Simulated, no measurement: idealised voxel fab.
process module | voxel transistor to metal
cross-section cut | 175 nm wide | cells 5 nm
A cross-section is a grid of square cells, given in bands from the top down. A band is one or more rows of cells.
Each band's line starts with the height of the band's top and of its bottom, in nm. Then come its materials from left to right, each with its width in nm. One material with "throughout" fills the band from edge to edge. "air" is empty space.
Height 0 is the level under which the wafer as received is all one material. The lowest band goes on downwards, as in "0 down".
A width such as "30 to 40" changes by the same amount from each row of cells to the next, from the band's top row to its bottom row.
"no change" after a step means that no cell of the cross-section changed.
closed voids: empty space of 8 cells or more with no open way to the top, each as width x height at its distance from the left edge, in nm
after a step's settings: what the simulator itself notes on the step
overlay nm, on a step with a mask: how far to the right of its planned place the mask lay; to the left if negative
plan
1 op RECEIVE | material Si
2 op CONFORMAL_DEP | material SiO2 | thk nm 5
3 op CONFORMAL_DEP | material SiN | thk nm 15
4 op PATTERN | tone cover | mask id ACTIVE | material resist | width nm 105 | thk nm 20 | overlay nm 0
5 op DIRECTIONAL_ETCH | etch materials SiN | depth nm 15
6 op DIRECTIONAL_ETCH | etch materials SiO2 | depth nm 5
7 op DIRECTIONAL_ETCH | etch materials Si | depth nm 25
8 op STRIP | etch materials resist
9 op FILL_DEP | material SiO2 | thk nm 15
10 op CMP | height nm 20
11 op SELECTIVE_ETCH | etch materials SiO2 | depth nm 5
12 op STRIP | etch materials SiN
13 op SELECTIVE_ETCH | etch materials SiO2 | depth nm 5
14 op OXIDIZE | depth nm 5
15 op DIRECTIONAL_DEP | material polySi | thk nm 20
16 op DIRECTIONAL_DEP | material SiCN | thk nm 10
17 op DIRECTIONAL_DEP | material aC | thk nm 5
18 op PATTERN | tone cover | mask id GATE | material resist | width nm 25 | thk nm 30 | overlay nm 0
19 op DIRECTIONAL_ETCH | etch materials aC | depth nm 15
20 op STRIP | etch materials resist
21 op DIRECTIONAL_ETCH | etch materials SiCN | depth nm 20
22 op DIRECTIONAL_ETCH | etch materials polySi | depth nm 30
23 op STRIP | etch materials aC
24 op CONFORMAL_DEP | material SiN | thk nm 5
25 op DIRECTIONAL_ETCH | etch materials SiN | depth nm 5
26 op DIRECTIONAL_ETCH | etch materials SiO2 | depth nm 5
27 op EPI | material SiGe | thk nm 5
28 op FILL_DEP | material SiO2 | thk nm 5
29 op CMP | height nm 20
30 op STRIP | etch materials polySi
31 op SELECTIVE_ETCH | etch materials SiO2 | depth nm 5
32 op CONFORMAL_DEP | material HfO2 | thk nm 5
33 op CONFORMAL_DEP | material TiN | thk nm 5
34 op FILL_DEP | material W | thk nm 5
35 op CMP | height nm 15
36 op DIRECTIONAL_DEP | material SiO2 | thk nm 10
37 op DIRECTIONAL_DEP | material aC | thk nm 15
38 op PATTERN | tone open | mask id CONTACT | material resist | width nm 20 | pitch nm 75 | thk nm 30 | overlay nm 0
39 op DIRECTIONAL_ETCH | etch materials aC | depth nm 15
40 op STRIP | etch materials resist
41 op DIRECTIONAL_ETCH | etch materials SiO2 | depth nm 25
42 op STRIP | etch materials aC
43 op CONFORMAL_DEP | material TiN | thk nm 5
44 op FILL_DEP | material W | thk nm 5
45 op CMP | height nm 25
46 op CONFORMAL_DEP | material SiCN | thk nm 5
47 op DIRECTIONAL_DEP | material lowk | thk nm 15
48 op PATTERN | tone open | mask id METAL_1 | material resist | width nm 20 | pitch nm 75 | thk nm 15 | overlay nm 0
49 op DIRECTIONAL_ETCH | etch materials lowk | depth nm 15
50 op DIRECTIONAL_ETCH | etch materials SiCN | depth nm 5
51 op STRIP | etch materials resist
52 op CONFORMAL_DEP | material TiN | thk nm 5
53 op FILL_DEP | material Ru | thk nm 10
54 op CMP | height nm 45
55 op CONFORMAL_DEP | material SiCN | thk nm 5
56 op DIRECTIONAL_DEP | material lowk | thk nm 25
57 op DIRECTIONAL_DEP | material aC | thk nm 10
58 op PATTERN | tone open | mask id METAL_2 | material resist | width nm 20 | pitch nm 75 | thk nm 25 | overlay nm 0
59 op DIRECTIONAL_ETCH | etch materials aC | depth nm 10
60 op STRIP | etch materials resist
61 op DIRECTIONAL_ETCH | etch materials lowk | depth nm 15
62 op STRIP | etch materials aC
63 op PATTERN | tone open | mask id METAL_2_HOLES | material resist | width nm 15 | pitch nm 75 | thk nm 20 | overlay nm 0
64 op DIRECTIONAL_ETCH | etch materials lowk | depth nm 10
65 op DIRECTIONAL_ETCH | etch materials SiCN | depth nm 5
66 op STRIP | etch materials resist
67 op CONFORMAL_DEP | material TiN | thk nm 5
68 op FILL_DEP | material Ru | thk nm 5
69 op CMP | height nm 75
70 op CONFORMAL_DEP | material SiCN | thk nm 5
varied across the wafers: thk nm of step 17. The plan shows the first wafer's value. All wafers start alike
first wafer as received, after step 1
  0 down: Si throughout
  closed voids: none
each wafer at the end: cells of each material gained (+) or lost (-) since it was received, then its closed voids
thk nm 5 | +13 HfO2 | +26 Ru | -91 Si | +91 SiCN | +14 SiGe | +10 SiN | +180 SiO2 | +79 TiN | +18 W | +220 lowk | closed voids: none
thk nm 10 | +13 HfO2 | +26 Ru | -91 Si | +91 SiCN | +14 SiGe | +10 SiN | +180 SiO2 | +79 TiN | +18 W | +220 lowk | closed voids: none
thk nm 15 | +13 HfO2 | +26 Ru | -91 Si | +91 SiCN | +14 SiGe | +10 SiN | +180 SiO2 | +79 TiN | +18 W | +220 lowk | closed voids: none
thk nm 20 | +39 HfO2 | +26 Ru | -91 Si | +91 SiCN | +130 SiO2 | +99 TiN | +46 W | +220 lowk | closed voids: none
thk nm 25 | +39 HfO2 | +26 Ru | -91 Si | +91 SiCN | +130 SiO2 | +99 TiN | +46 W | +220 lowk | closed voids: none
thk nm 30 | +39 HfO2 | +26 Ru | -91 Si | +91 SiCN | +130 SiO2 | +99 TiN | +46 W | +220 lowk | closed voids: none
